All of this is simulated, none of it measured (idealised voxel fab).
process module | voxel self aligned vias
cross-section cut | 230 nm wide | cells 5 nm
A cross-section is a grid of square cells, given in bands from the top down. A band is one or more rows of cells.
Each band's line starts with the height of the band's top and of its bottom, in nm. Then come its materials from left to right, each with its width in nm. One material with "throughout" fills the band from edge to edge. "air" is empty space.
Height 0 is the level under which the wafer as received is all one material. The lowest band goes on downwards, as in "0 down".
A width such as "30 to 40" changes by the same amount from each row of cells to the next, from the band's top row to its bottom row.
"no change" after a step means that no cell of the cross-section changed.
closed voids: empty space of 8 cells or more with no open way to the top, each as width x height at its distance from the left edge, in nm
after a step's settings: what the simulator itself notes on the step
overlay nm, on a step with a mask: how far to the right of its planned place the mask lay; to the left if negative
plan
1 op RECEIVE | material Si
2 op CONFORMAL_DEP | material SiO2 | thk nm 10
3 op CONFORMAL_DEP | material SiCN | thk nm 5
4 op DIRECTIONAL_DEP | material SiO2 | thk nm 30
5 op MASKED_ETCH | tone open | mask id LINES | width nm 20 | pitch nm 50 | etch materials SiO2 | depth nm 30 | overlay nm 0
6 op CONFORMAL_DEP | material TiN | thk nm 5
7 op FILL_DEP | material Ru | thk nm 10
8 op CMP | height nm 45
9 op SELECTIVE_ETCH | etch materials W Ru TiN | depth nm 10
10 op FILL_DEP | material SiN | thk nm 10
11 op CMP | height nm 45
12 op DIRECTIONAL_DEP | material SiO2 | thk nm 15
13 op PATTERN | tone open | mask id VIAS | material resist | width nm 30 | thk nm 20 | overlay nm 0
14 op DIRECTIONAL_ETCH | etch materials SiO2 | depth nm 15
15 op DIRECTIONAL_ETCH | etch materials SiN | depth nm 10
16 op STRIP | etch materials resist
17 op CONFORMAL_DEP | material TiN | thk nm 5
18 op FILL_DEP | material W | thk nm 5
19 op CMP | height nm 60
20 op CONFORMAL_DEP | material SiCN | thk nm 5
first wafer, as planned
as received, after step 1
  0 down: Si throughout
  closed voids: none
after step 2
  10 to 0: SiO2 throughout
  below 0: unchanged
after step 3
  15 to 10: SiCN throughout
  below 10: unchanged
after step 4
  45 to 15: SiO2 throughout
  below 15: unchanged
after step 5
  45 to 15: SiO2 80 | air 20 | SiO2 30 | air 20 | SiO2 80
  below 15: unchanged
after step 6
  50 to 45: TiN 85 | air 10 | TiN 40 | air 10 | TiN 85
  45 to 20: SiO2 80 | TiN 5 | air 10 | TiN 5 | SiO2 30 | TiN 5 | air 10 | TiN 5 | SiO2 80
  20 to 15: SiO2 80 | TiN 20 | SiO2 30 | TiN 20 | SiO2 80
  below 15: unchanged
after step 7
  60 to 50: Ru throughout
  50 to 45: TiN 85 | Ru 10 | TiN 40 | Ru 10 | TiN 85
  45 to 20: SiO2 80 | TiN 5 | Ru 10 | TiN 5 | SiO2 30 | TiN 5 | Ru 10 | TiN 5 | SiO2 80
  below 20: unchanged
after step 8
  45 to 20: SiO2 80 | TiN 5 | Ru 10 | TiN 5 | SiO2 30 | TiN 5 | Ru 10 | TiN 5 | SiO2 80
  below 20: unchanged
after step 9
  45 to 35: SiO2 80 | air 20 | SiO2 30 | air 20 | SiO2 80
  below 35: unchanged
after step 10
  55 to 45: SiN throughout
  45 to 35: SiO2 80 | SiN 20 | SiO2 30 | SiN 20 | SiO2 80
  below 35: unchanged
after step 11
  45 to 35: SiO2 80 | SiN 20 | SiO2 30 | SiN 20 | SiO2 80
  below 35: unchanged
after step 12
  60 to 45: SiO2 throughout
  below 45: unchanged
after step 13
  80 to 60: resist 75 | air 30 | resist 125
  below 60: unchanged
after step 14
  80 to 60: resist 75 | air 30 | resist 125
  60 to 45: SiO2 75 | air 30 | SiO2 125
  below 45: unchanged
after step 15
  80 to 60: resist 75 | air 30 | resist 125
  60 to 45: SiO2 75 | air 30 | SiO2 125
  45 to 35: SiO2 80 | air 20 | SiO2 30 | SiN 20 | SiO2 80
  below 35: unchanged
after step 16
  60 to 45: SiO2 75 | air 30 | SiO2 125
  below 45: unchanged
after step 17
  65 to 60: TiN 80 | air 20 | TiN 130
  60 to 50: SiO2 75 | TiN 5 | air 20 | TiN 5 | SiO2 125
  50 to 45: SiO2 75 | TiN 10 | air 10 | TiN 10 | SiO2 125
  45 to 40: SiO2 80 | TiN 5 | air 10 | TiN 5 | SiO2 30 | SiN 20 | SiO2 80
  40 to 35: SiO2 80 | TiN 20 | SiO2 30 | SiN 20 | SiO2 80
  below 35: unchanged
after step 18
  70 to 65: W throughout
  65 to 60: TiN 80 | W 20 | TiN 130
  60 to 50: SiO2 75 | TiN 5 | W 20 | TiN 5 | SiO2 125
  50 to 45: SiO2 75 | TiN 10 | W 10 | TiN 10 | SiO2 125
  45 to 40: SiO2 80 | TiN 5 | W 10 | TiN 5 | SiO2 30 | SiN 20 | SiO2 80
  below 40: unchanged
after step 19
  60 to 50: SiO2 75 | TiN 5 | W 20 | TiN 5 | SiO2 125
  below 50: unchanged
after step 20
  65 to 60: SiCN throughout
  below 60: unchanged
second wafer: like start, like plan, one mistake. Through step 13 it matches the first wafer
when step 14 should have ended
  80 to 60: resist 75 | air 30 | resist 125
  60 to 45: SiO2 75 | air 30 | SiO2 125
  45 to 35: SiO2 75 | air 5 | SiN 20 | air 5 | SiO2 25 | SiN 20 | SiO2 80
  below 35: unchanged
when step 15 should have ended
  80 to 60: resist 75 | air 30 | resist 125
  60 to 45: SiO2 75 | air 30 | SiO2 125
  45 to 35: SiO2 75 | air 30 | SiO2 25 | SiN 20 | SiO2 80
  below 35: unchanged
when step 16 should have ended
  60 to 45: SiO2 75 | air 30 | SiO2 125
  below 45: unchanged
when step 17 should have ended
  65 to 60: TiN 80 | air 20 | TiN 130
  60 to 45: SiO2 75 | TiN 5 | air 20 | TiN 5 | SiO2 125
  45 to 40: SiO2 75 | TiN 5 | air 20 | TiN 5 | SiO2 25 | SiN 20 | SiO2 80
  40 to 35: SiO2 75 | TiN 30 | SiO2 25 | SiN 20 | SiO2 80
  below 35: unchanged
when step 18 should have ended
  70 to 65: W throughout
  65 to 60: TiN 80 | W 20 | TiN 130
  60 to 45: SiO2 75 | TiN 5 | W 20 | TiN 5 | SiO2 125
  45 to 40: SiO2 75 | TiN 5 | W 20 | TiN 5 | SiO2 25 | SiN 20 | SiO2 80
  below 40: unchanged
when step 19 should have ended
  60 to 45: SiO2 75 | TiN 5 | W 20 | TiN 5 | SiO2 125
  below 45: unchanged
when step 20 should have ended
  65 to 60: SiCN throughout
  below 60: unchanged
what went wrong: step 14 ran as: op DIRECTIONAL_ETCH | etch materials SiO2 | depth nm 25
at the end the second wafer has, in cells: 4 fewer of SiO2 | 4 more of W
